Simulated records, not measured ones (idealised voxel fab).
Process module in this document: voxel plated lines
Xsec cut, 180 nm wide, square cell size 5 nm.
Cross-sections here: square-cell grids, written as top-down lists of bands, a band being one or more rows of cells.
A band entry consists of two parts. The first gives the height of the band's top and the height of its bottom, in nm. The rest lists the band's materials from left to right, each with its width in nm. A single material labelled with the word "everywhere" fills the band from edge to edge, and the word "blank" marks empty space.
Height datum 0, below which the as-received substrate wafer is one material. Lowest band open at the bottom, running downward: "0 nm and below".
The notation "30..40" denotes a width that varies across the rows of cells in the band, beginning at the first number in the top row, finishing at the second number in the bottom row, and changing by an identical amount from each row to the next.
For the purposes of this document, the phrase "nothing was modified" attached to a step denotes that no cell within the cross-section was modified by that step.
The list in "Sealed-off cavities" covers empty spaces of 8 cells or more that cannot reach the top through any open way, and it gives each as width x height at distance; the distance is from the left edge, and width, height and distance are in nm.
On a step's line, text after the settings is the simulator commenting on that step.
For masked steps, "overlay nm" on the step line gives how far right of plan the mask actually lay; a minus sign means it lay to the left.
HERE'S WHAT THE PLANNED PROCESS STEPS LOOK LIKE
| 1 | RECEIVE, material Si |
| 2 | CONFORMAL_DEP, material Al2O3, thk nm 5 |
| 3 | DIRECTIONAL_DEP, material TiN, thk nm 5 |
| 4 | PATTERN, tone open, mask id LINES, material resist, width nm 15, pitch nm 35, thk nm 40, overlay nm 0 |
| 5 | EPI, material Ru, thk nm 10 |
| 6 | EPI, material Ru, thk nm 5 |
| 7 | EPI, material Ru, thk nm 5 |
| 8 | STRIP, etch materials resist |
| 9 | DIRECTIONAL_ETCH, etch materials TiN, depth nm 5 |
| 10 | CONFORMAL_DEP, material SiCN, thk nm 10 |
INCOMING WAFER IN CROSS-SECTION (STATE: AFTER STEP 1)
  0 nm and below: Si everywhere
  Sealed-off cavities: none
WAFER CROSS-SECTION AT MODULE END: FIRST OF TWO, RUN TO PLAN
  40 nm to 30 nm: blank (55), then SiCN (70), then blank (55)
  30 nm to 15 nm: blank (55), then SiCN (10), then Ru (15), then SiCN (20), then Ru (15), then SiCN (10), then blank (55)
  15 nm to 10 nm: SiCN (65), then Ru (15), then SiCN (20), then Ru (15), then SiCN (65)
  10 nm to 5 nm: SiCN (65), then TiN (15), then SiCN (20), then TiN (15), then SiCN (65)
  5 nm to 0 nm: Al2O3 everywhere
  0 nm and below: Si everywhere
  Sealed-off cavities: none
CROSS-SECTION AT END OF MODULE FOR THE SECOND WAFER OF TWO, WHICH MATCHED THE FIRST IN STARTING POINT AND PLAN AND DIFFERED BY ONE MISTAKE IN ITS PROCESSING
  40 nm to 30 nm: SiCN everywhere
  30 nm to 10 nm: Ru everywhere
  10 nm to 5 nm: TiN everywhere
  5 nm to 0 nm: Al2O3 everywhere
  0 nm and below: Si everywhere
  Sealed-off cavities: none
Nonconformance to the process plan: step 4 of the plan got skipped, so it never ran
Upon completion, the second wafer contains, in terms of cells, a greater or smaller amount of certain materials than the first wafer: Ru +120, SiCN -40, TiN +30
